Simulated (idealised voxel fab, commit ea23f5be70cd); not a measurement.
Process module, titled voxel capacitor over wiring
The width of the displayed cross-section, cut, is 165 nm; its cells are square, with a size of 5 nm.
When this document writes out a cross-section, it uses a grid of square cells and lists it as bands, beginning at the top and moving down, with a band standing for one or more rows of cells. Look at the band entry: it leads with the top's height and the bottom's height in nm. Then it lists the materials left to right, with a width in nm for each. The word "all across" on a single material says that material fills the band edge to edge. The word "empty" is empty space. For the purposes of this specification, 0 denotes the height below which the wafer in its as-received condition is composed wholly of one material, and the lowermost band, lacking a lower limit, extends downward without end, as expressed in "z 0 and below". Per-row width for "30..40": begins at first number (top row of band), ends at second number (bottom row), increment between rows held constant. A step reported as "nothing was modified" is a step in which no cell of the cross-section changed. The list in "Encapsulated voids" covers empty spaces of 8 cells or more that cannot reach the top through any open way, and it gives each as width x height at distance; the distance is from the left edge, and width, height and distance are in nm. Post-settings text on a step line: simulator's own remark regarding the step. "overlay nm" denotes, for a step that has a mask, the displacement of the mask to the right of its planned place, with negative values corresponding to the left.

# Process steps - plan
1 RECEIVE, material Si
2 CONFORMAL_DEP, material SiO2, thk nm 10
3 DIRECTIONAL_DEP, material TiN, thk nm 5
4 DIRECTIONAL_DEP, material Ru, thk nm 25
5 DIRECTIONAL_DEP, material aC, thk nm 15
6 PATTERN, tone cover, mask id METAL_1, material resist, width nm 20, pitch nm 75, thk nm 35, overlay nm 0
7 DIRECTIONAL_ETCH, etch materials aC, depth nm 15
8 STRIP, etch materials resist
9 DIRECTIONAL_ETCH, etch materials Ru, depth nm 25
10 DIRECTIONAL_ETCH, etch materials TiN, depth nm 5
11 STRIP, etch materials aC
12 FILL_DEP, material SiO2, thk nm 10
13 CMP, height nm 40
14 CONFORMAL_DEP, material SiCN, thk nm 5
15 DIRECTIONAL_DEP, material SiO2, thk nm 20
16 DIRECTIONAL_DEP, material aC, thk nm 15
17 PATTERN, tone open, mask id PLUG_1, material resist, width nm 15, thk nm 30, overlay nm 0
18 DIRECTIONAL_ETCH, etch materials aC, depth nm 15
19 STRIP, etch materials resist
20 DIRECTIONAL_ETCH, etch materials SiO2, depth nm 20
21 DIRECTIONAL_ETCH, etch materials SiCN, depth nm 5
22 STRIP, etch materials aC
23 EPI, material Ru, thk nm 10
24 EPI, material Ru, thk nm 10
25 EPI, material Ru, thk nm 5
26 DIRECTIONAL_DEP, material TiN, thk nm 5
27 DIRECTIONAL_DEP, material HfO2, thk nm 5
28 DIRECTIONAL_DEP, material TiN, thk nm 10
29 MASKED_ETCH, tone cover, mask id UPPER_PLATE, width nm 60, etch materials TiN, depth nm 10, overlay nm 0
30 MASKED_ETCH, tone cover, mask id UPPER_PLATE, width nm 60, etch materials HfO2, depth nm 5, overlay nm 0
31 MASKED_ETCH, tone cover, mask id LOWER_PLATE, width nm 70, etch materials TiN, depth nm 5, overlay nm 0
32 FILL_DEP, material SiO2, thk nm 20
33 CMP, height nm 100
34 MASKED_ETCH, tone open, mask id PLUG_2, width nm 15, etch materials SiO2, depth nm 15, overlay nm 0
35 CONFORMAL_DEP, material TiN, thk nm 5
36 FILL_DEP, material Cu, thk nm 10
37 CMP, height nm 100
38 CONFORMAL_DEP, material SiN, thk nm 5

# The first of the two wafers, which ran as planned

# Cross-section of the wafer at receipt, which is the condition after step 1
    z 0 and below | Si all across
    Encapsulated voids: none

# after step 2
    z 10 to 0 | SiO2 all across
    Lower than 0, everything is as it was.

# after step 3
    z 15 to 10 | TiN all across
    Lower than 10, everything is as it was.

# after step 4
    z 40 to 15 | Ru all across
    Lower than 15, everything is as it was.

# after step 5
    z 55 to 40 | aC all across
    Lower than 40, everything is as it was.

# after step 6
    z 90 to 55 | 35 nm empty, then 20 nm resist, then 55 nm empty, then 20 nm resist, then 35 nm empty
    Lower than 55, everything is as it was.

# after step 7
    z 75 to 55 | 35 nm empty, then 20 nm resist, then 55 nm empty, then 20 nm resist, then 35 nm empty
    z 55 to 40 | 35 nm empty, then 20 nm aC, then 55 nm empty, then 20 nm aC, then 35 nm empty
    Lower than 40, everything is as it was.

# after step 8
    z 55 to 40 | 35 nm empty, then 20 nm aC, then 55 nm empty, then 20 nm aC, then 35 nm empty
    Lower than 40, everything is as it was.

# after step 9
    z 55 to 40 | 35 nm empty, then 20 nm aC, then 55 nm empty, then 20 nm aC, then 35 nm empty
    z 40 to 15 | 35 nm empty, then 20 nm Ru, then 55 nm empty, then 20 nm Ru, then 35 nm empty
    Lower than 15, everything is as it was.

# after step 10
    z 55 to 40 | 35 nm empty, then 20 nm aC, then 55 nm empty, then 20 nm aC, then 35 nm empty
    z 40 to 15 | 35 nm empty, then 20 nm Ru, then 55 nm empty, then 20 nm Ru, then 35 nm empty
    z 15 to 10 | 35 nm empty, then 20 nm TiN, then 55 nm empty, then 20 nm TiN, then 35 nm empty
    Lower than 10, everything is as it was.

# after step 11
    z 40 to 15 | 35 nm empty, then 20 nm Ru, then 55 nm empty, then 20 nm Ru, then 35 nm empty
    Lower than 15, everything is as it was.

# after step 12
    z 50 to 40 | SiO2 all across
    z 40 to 15 | 35 nm SiO2, then 20 nm Ru, then 55 nm SiO2, then 20 nm Ru, then 35 nm SiO2
    z 15 to 10 | 35 nm SiO2, then 20 nm TiN, then 55 nm SiO2, then 20 nm TiN, then 35 nm SiO2
    Lower than 10, everything is as it was.

# after step 13
    z 40 to 15 | 35 nm SiO2, then 20 nm Ru, then 55 nm SiO2, then 20 nm Ru, then 35 nm SiO2
    Lower than 15, everything is as it was.

# after step 14
    z 45 to 40 | SiCN all across
    Lower than 40, everything is as it was.

# after step 15
    z 65 to 45 | SiO2 all across
    Lower than 45, everything is as it was.

# after step 16
    z 80 to 65 | aC all across
    Lower than 65, everything is as it was.

# after step 17
    z 110 to 80 | 40 nm resist, then 15 nm empty, then 110 nm resist
    Lower than 80, everything is as it was.

# after step 18
    z 95 to 80 | 40 nm resist, then 15 nm empty, then 110 nm resist
    z 80 to 65 | 40 nm aC, then 15 nm empty, then 110 nm aC
    Lower than 65, everything is as it was.

# after step 19
    z 80 to 65 | 40 nm aC, then 15 nm empty, then 110 nm aC
    Lower than 65, everything is as it was.

# after step 20
    z 80 to 65 | 40 nm aC, then 15 nm empty, then 110 nm aC
    z 65 to 45 | 40 nm SiO2, then 15 nm empty, then 110 nm SiO2
    Lower than 45, everything is as it was.

# after step 21
    z 80 to 65 | 40 nm aC, then 15 nm empty, then 110 nm aC
    z 65 to 45 | 40 nm SiO2, then 15 nm empty, then 110 nm SiO2
    z 45 to 40 | 40 nm SiCN, then 15 nm empty, then 110 nm SiCN
    Lower than 40, everything is as it was.

# after step 22
    z 65 to 45 | 40 nm SiO2, then 15 nm empty, then 110 nm SiO2
    Lower than 45, everything is as it was.

# after step 23
    z 65 to 50 | 40 nm SiO2, then 15 nm empty, then 110 nm SiO2
    z 50 to 45 | 40 nm SiO2, then 15 nm Ru, then 110 nm SiO2
    z 45 to 40 | 40 nm SiCN, then 15 nm Ru, then 110 nm SiCN
    Lower than 40, everything is as it was.

# after step 24
    z 65 to 60 | 40 nm SiO2, then 15 nm empty, then 110 nm SiO2
    z 60 to 45 | 40 nm SiO2, then 15 nm Ru, then 110 nm SiO2
    Lower than 45, everything is as it was.

# after step 25
    z 65 to 45 | 40 nm SiO2, then 15 nm Ru, then 110 nm SiO2
    Lower than 45, everything is as it was.

# after step 26
    z 70 to 65 | TiN all across
    Lower than 65, everything is as it was.

# after step 27
    z 75 to 70 | HfO2 all across
    Lower than 70, everything is as it was.

# after step 28
    z 85 to 75 | TiN all across
    Lower than 75, everything is as it was.

# after step 29
    z 85 to 75 | 40 nm empty, then 60 nm TiN, then 65 nm empty
    Lower than 75, everything is as it was.

# after step 30
    z 85 to 75 | 40 nm empty, then 60 nm TiN, then 65 nm empty
    z 75 to 70 | 40 nm empty, then 60 nm HfO2, then 65 nm empty
    Lower than 70, everything is as it was.

# after step 31
    z 85 to 75 | 40 nm empty, then 60 nm TiN, then 65 nm empty
    z 75 to 70 | 40 nm empty, then 60 nm HfO2, then 65 nm empty
    z 70 to 65 | 35 nm empty, then 70 nm TiN, then 60 nm empty
    Lower than 65, everything is as it was.

# after step 32
    z 105 to 85 | SiO2 all across
    z 85 to 75 | 40 nm SiO2, then 60 nm TiN, then 65 nm SiO2
    z 75 to 70 | 40 nm SiO2, then 60 nm HfO2, then 65 nm SiO2
    z 70 to 65 | 35 nm SiO2, then 70 nm TiN, then 60 nm SiO2
    Lower than 65, everything is as it was.

# after step 33
    z 100 to 85 | SiO2 all across
    Lower than 85, everything is as it was.

# after step 34
    z 100 to 85 | 50 nm SiO2, then 15 nm empty, then 100 nm SiO2
    Lower than 85, everything is as it was.

# after step 35
    z 105 to 100 | 55 nm TiN, then 5 nm empty, then 105 nm TiN
    z 100 to 90 | 50 nm SiO2, then 5 nm TiN, then 5 nm empty, then 5 nm TiN, then 100 nm SiO2
    z 90 to 85 | 50 nm SiO2, then 15 nm TiN, then 100 nm SiO2
    Lower than 85, everything is as it was.

# after step 36
    z 115 to 105 | Cu all across
    z 105 to 100 | 55 nm TiN, then 5 nm Cu, then 105 nm TiN
    z 100 to 90 | 50 nm SiO2, then 5 nm TiN, then 5 nm Cu, then 5 nm TiN, then 100 nm SiO2
    Lower than 90, everything is as it was.

# after step 37
    z 100 to 90 | 50 nm SiO2, then 5 nm TiN, then 5 nm Cu, then 5 nm TiN, then 100 nm SiO2
    Lower than 90, everything is as it was.

# after step 38
    z 105 to 100 | SiN all across
    Lower than 100, everything is as it was.

# Wafer two of the pair: same origin, same plan, one error during the run; identical to wafer one up to and including step 28

# What the second wafer looks like in cross-section when step 29 should have wrapped up
    z 85 to 75 | 45 nm empty, then 50 nm TiN, then 70 nm empty
    Lower than 75, everything is as it was.

# What the second wafer looks like in cross-section when step 30 should have wrapped up
    z 85 to 75 | 45 nm empty, then 50 nm TiN, then 70 nm empty
    z 75 to 70 | 40 nm empty, then 60 nm HfO2, then 65 nm empty
    Lower than 70, everything is as it was.

# What the second wafer looks like in cross-section when step 31 should have wrapped up
    z 85 to 75 | 45 nm empty, then 50 nm TiN, then 70 nm empty
    z 75 to 70 | 40 nm empty, then 60 nm HfO2, then 65 nm empty
    z 70 to 65 | 35 nm empty, then 70 nm TiN, then 60 nm empty
    Lower than 65, everything is as it was.

# What the second wafer looks like in cross-section when step 32 should have wrapped up
    z 105 to 85 | SiO2 all across
    z 85 to 75 | 45 nm SiO2, then 50 nm TiN, then 70 nm SiO2
    z 75 to 70 | 40 nm SiO2, then 60 nm HfO2, then 65 nm SiO2
    z 70 to 65 | 35 nm SiO2, then 70 nm TiN, then 60 nm SiO2
    Lower than 65, everything is as it was.

# What the second wafer looks like in cross-section when step 33 should have wrapped up
    z 100 to 85 | SiO2 all across
    Lower than 85, everything is as it was.

# What the second wafer looks like in cross-section when step 34 should have wrapped up
    z 100 to 85 | 50 nm SiO2, then 15 nm empty, then 100 nm SiO2
    Lower than 85, everything is as it was.

# What the second wafer looks like in cross-section when step 35 should have wrapped up
    z 105 to 100 | 55 nm TiN, then 5 nm empty, then 105 nm TiN
    z 100 to 90 | 50 nm SiO2, then 5 nm TiN, then 5 nm empty, then 5 nm TiN, then 100 nm SiO2
    z 90 to 85 | 50 nm SiO2, then 15 nm TiN, then 100 nm SiO2
    Lower than 85, everything is as it was.

# What the second wafer looks like in cross-section when step 36 should have wrapped up
    z 115 to 105 | Cu all across
    z 105 to 100 | 55 nm TiN, then 5 nm Cu, then 105 nm TiN
    z 100 to 90 | 50 nm SiO2, then 5 nm TiN, then 5 nm Cu, then 5 nm TiN, then 100 nm SiO2
    Lower than 90, everything is as it was.

# What the second wafer looks like in cross-section when step 37 should have wrapped up
    z 100 to 90 | 50 nm SiO2, then 5 nm TiN, then 5 nm Cu, then 5 nm TiN, then 100 nm SiO2
    Lower than 90, everything is as it was.

# What the second wafer looks like in cross-section when step 38 should have wrapped up
    z 105 to 100 | SiN all across
    Lower than 100, everything is as it was.
Nonconformance to the process plan: step 29 did not use the planned setting and instead ran as MASKED_ETCH, tone cover, mask id UPPER_PLATE, width nm 50, etch materials TiN, depth nm 10, overlay nm 0
Heads up, by the end the second wafer has more or fewer cells of some materials compared to the first: 4 more of SiO2, 4 fewer of TiN
